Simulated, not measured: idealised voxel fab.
This section sets out a process module, namely voxel ribs on slabs.
Section cut is 140 nm wide and gridded with 5 nm square cells.
For the purposes of this document, a cross-section shall be understood as a grid of square cells, specified as bands listed in top-to-bottom order, each band consisting of one or more rows of cells.
This entry defines a band. It first specifies the height of the band's top and the height of its bottom in nm, and then specifies the band's materials from left to right, stating each material with its width in nm. The word "throughout" identifies a single material that fills the band from edge to edge, while the word "empty" identifies empty space.
Heights are measured from 0, the level below which the as-received wafer is all one material; the lowest band has no bottom and continues downward, written as in "0 -> down".
Width "30->40": first value at the band's top row of cells, second value at its bottom row, equal change from row to row.
The cross-section has no changed cell in any step marked "identical to before".
Each empty space that has no open way to the top and spans at least 8 cells appears under "Enclosed cavities" as width x height at distance, the distance counted from the left edge, all in nm.
The remark found on a step's line after its settings is issued by the simulator itself and pertains to that step.
For masked steps, "overlay nm" on the step line gives how far right of plan the mask actually lay; a minus sign means it lay to the left.
Process steps foreseen in the plan:
- 1: RECEIVE,material Si
- 2: DIRECTIONAL_DEP,material SiO2,thk nm 20
- 3: DIRECTIONAL_DEP,material polySi,thk nm 20
- 4: DIRECTIONAL_DEP,material aC,thk nm 10
- 5: PATTERN,tone cover,mask id RIB,material resist,width nm 20,thk nm 30,overlay nm 0
- 6: DIRECTIONAL_ETCH,etch materials aC,depth nm 10
- 7: STRIP,etch materials resist
- 8: DIRECTIONAL_ETCH,etch materials polySi,depth nm 15
- 9: STRIP,etch materials aC
- 10: MASKED_ETCH,tone cover,mask id SLAB,width nm 40,etch materials polySi,depth nm 5,overlay nm 0
- 11: FILL_DEP,material SiO2,thk nm 20
- 12: CMP,height nm 55
- 13: DIRECTIONAL_DEP,material W,thk nm 10
- 14: MASKED_ETCH,tone cover,mask id HEATER,width nm 30,etch materials W,depth nm 10,overlay nm 0
- 15: CONFORMAL_DEP,material SiN,thk nm 5
Wafers differ in width nm at step 10; plan lists the first wafer's value; identical starting state.
Here's the first of the wafers in cross-section, just as we got it, i.e. after step 1:
    0 -> down = Si throughout
    Enclosed cavities: none
Per wafer, end of module: cells gained (+) or lost (-) per material since receipt, then closed voids:
width nm 40; +32 SiN; +288 SiO2; +12 W; +20 polySi; Enclosed cavities: none
width nm 45; +32 SiN; +287 SiO2; +12 W; +21 polySi; Enclosed cavities: none
width nm 50; +32 SiN; +286 SiO2; +12 W; +22 polySi; Enclosed cavities: none
width nm 55; +32 SiN; +285 SiO2; +12 W; +23 polySi; Enclosed cavities: none
width nm 60; +32 SiN; +284 SiO2; +12 W; +24 polySi; Enclosed cavities: none
width nm 65; +32 SiN; +283 SiO2; +12 W; +25 polySi; Enclosed cavities: none
